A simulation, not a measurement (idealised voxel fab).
Module name: voxel fin reveal (process module)
The width of the displayed cross-section, cut, is 215 nm; its cells are square, with a size of 5 nm.
Think of the cross-section as a grid of square cells. We describe it in bands, top to bottom, and each band covers one or more rows of those cells. It is stipulated that each band's entry specify, in nanometres, the height of the top of the band and then that of its bottom, followed by the materials of the band in left-to-right sequence, each together with its width in nanometres. A single material marked by the word "edge to edge" is understood to fill the band from edge to edge; the word "blank" is understood to denote empty space. Heights are measured from 0, the level below which the as-received wafer is all one material; the lowest band has no bottom and continues downward, written as in "z 0 and below". Top row gets the first number, bottom row gets the second, and each row in between changes by the same step: that is how a band width like "30..40" works. Take "remains unaltered" at face value: in the step it is given for, the cross-section changed in none of its cells. Empty spaces without an open route to the top, at least 8 cells in extent, make up the entry "Listed closed voids"; each is given as width x height at distance, where the distance is measured from the left edge, and all are in nm. Text after the settings on a step's line: the simulator's own remark on that step. overlay nm: on a step with a mask, how far right of its planned place the mask lay; negative means left.

[Steps in the process plan]
1,RECEIVE,material Si
2,CONFORMAL_DEP,material SiN,thk nm 5
3,MASKED_ETCH,tone cover,mask id FINS,width nm 15,pitch nm 40,etch materials SiN,depth nm 5,overlay nm 0
4,MASKED_ETCH,tone cover,mask id FINS,width nm 15,pitch nm 40,etch materials Si,depth nm 30,overlay nm 0
5,OXIDIZE,depth nm 5
6,FILL_DEP,material SiO2,thk nm 10
7,CMP,height nm 5
8,SELECTIVE_ETCH,etch materials SiO2,depth nm 25
9,STRIP,etch materials SiN

[So, the first of our two wafers, run just as we planned it]

[Shown in cross-section is the wafer as received, that is, as it stands after step 1]
z 0 and below  Si edge to edge
Listed closed voids: none

[State of the wafer after step 2, shown in cross-section]
z 5 to 0  SiN edge to edge
Everything under 0 stays put, no change at all.

[State of the wafer after step 3, shown in cross-section]
z 5 to 0  blank 60 nm, SiN 15 nm, blank 25 nm, SiN 15 nm, blank 25 nm, SiN 15 nm, blank 60 nm
Everything under 0 stays put, no change at all.

[State of the wafer after step 4, shown in cross-section]
z 5 to 0  blank 60 nm, SiN 15 nm, blank 25 nm, SiN 15 nm, blank 25 nm, SiN 15 nm, blank 60 nm
z 0 to -30  blank 60 nm, Si 15 nm, blank 25 nm, Si 15 nm, blank 25 nm, Si 15 nm, blank 60 nm
Everything under -30 stays put, no change at all.

[State of the wafer after step 5, shown in cross-section]
z 5 to 0  blank 60 nm, SiN 15 nm, blank 25 nm, SiN 15 nm, blank 25 nm, SiN 15 nm, blank 60 nm
z 0 to -30  blank 60 nm, SiO2 5 nm, Si 5 nm, SiO2 5 nm, blank 25 nm, SiO2 5 nm, Si 5 nm, SiO2 5 nm, blank 25 nm, SiO2 5 nm, Si 5 nm, SiO2 5 nm, blank 60 nm
z -30 to -35  SiO2 65 nm, Si 5 nm, SiO2 35 nm, Si 5 nm, SiO2 35 nm, Si 5 nm, SiO2 65 nm
Everything under -35 stays put, no change at all.

[State of the wafer after step 6, shown in cross-section]
z 15 to 5  SiO2 edge to edge
z 5 to 0  SiO2 60 nm, SiN 15 nm, SiO2 25 nm, SiN 15 nm, SiO2 25 nm, SiN 15 nm, SiO2 60 nm
z 0 to -35  SiO2 65 nm, Si 5 nm, SiO2 35 nm, Si 5 nm, SiO2 35 nm, Si 5 nm, SiO2 65 nm
Everything under -35 stays put, no change at all.

[State of the wafer after step 7, shown in cross-section]
z 5 to 0  SiO2 60 nm, SiN 15 nm, SiO2 25 nm, SiN 15 nm, SiO2 25 nm, SiN 15 nm, SiO2 60 nm
Everything under 0 stays put, no change at all.

[State of the wafer after step 8, shown in cross-section]
z 5 to 0  blank 60 nm, SiN 15 nm, blank 25 nm, SiN 15 nm, blank 25 nm, SiN 15 nm, blank 60 nm
z 0 to -20  blank 65 nm, Si 5 nm, blank 35 nm, Si 5 nm, blank 35 nm, Si 5 nm, blank 65 nm
Everything under -20 stays put, no change at all.

[State of the wafer after step 9, shown in cross-section]
z 0 to -20  blank 65 nm, Si 5 nm, blank 35 nm, Si 5 nm, blank 35 nm, Si 5 nm, blank 65 nm
Everything under -20 stays put, no change at all.

[What follows concerns the second wafer, which started out like the first and was meant to follow the very same plan; one mistake crept in when it was run, but everything up to and including step 1 is the same as for the first wafer]

Cross-section of the second wafer at the time step 2 of the plan should have ended: remains unaltered

Cross-section of the second wafer at the time step 3 of the plan should have ended: remains unaltered

[Cross-section of the second wafer at the time step 4 of the plan should have ended]
z 0 to -30  blank 60 nm, Si 15 nm, blank 25 nm, Si 15 nm, blank 25 nm, Si 15 nm, blank 60 nm
Everything under -30 stays put, no change at all.

[Cross-section of the second wafer at the time step 5 of the plan should have ended]
z 0 to -5  blank 60 nm, SiO2 15 nm, blank 25 nm, SiO2 15 nm, blank 25 nm, SiO2 15 nm, blank 60 nm
z -5 to -30  blank 60 nm, SiO2 5 nm, Si 5 nm, SiO2 5 nm, blank 25 nm, SiO2 5 nm, Si 5 nm, SiO2 5 nm, blank 25 nm, SiO2 5 nm, Si 5 nm, SiO2 5 nm, blank 60 nm
z -30 to -35  SiO2 65 nm, Si 5 nm, SiO2 35 nm, Si 5 nm, SiO2 35 nm, Si 5 nm, SiO2 65 nm
Everything under -35 stays put, no change at all.

[Cross-section of the second wafer at the time step 6 of the plan should have ended]
z 10 to -5  SiO2 edge to edge
z -5 to -35  SiO2 65 nm, Si 5 nm, SiO2 35 nm, Si 5 nm, SiO2 35 nm, Si 5 nm, SiO2 65 nm
Everything under -35 stays put, no change at all.

[Cross-section of the second wafer at the time step 7 of the plan should have ended]
z 5 to -5  SiO2 edge to edge
Everything under -5 stays put, no change at all.

[Cross-section of the second wafer at the time step 8 of the plan should have ended]
z -5 to -20  blank 65 nm, Si 5 nm, blank 35 nm, Si 5 nm, blank 35 nm, Si 5 nm, blank 65 nm
Everything under -20 stays put, no change at all.

Cross-section of the second wafer at the time step 9 of the plan should have ended: remains unaltered
So what did we get wrong on this run? plan step 2 skipped
Wrapping up, a cell-based count of both wafers puts the second over or under the first for these materials: Si: 3 fewer
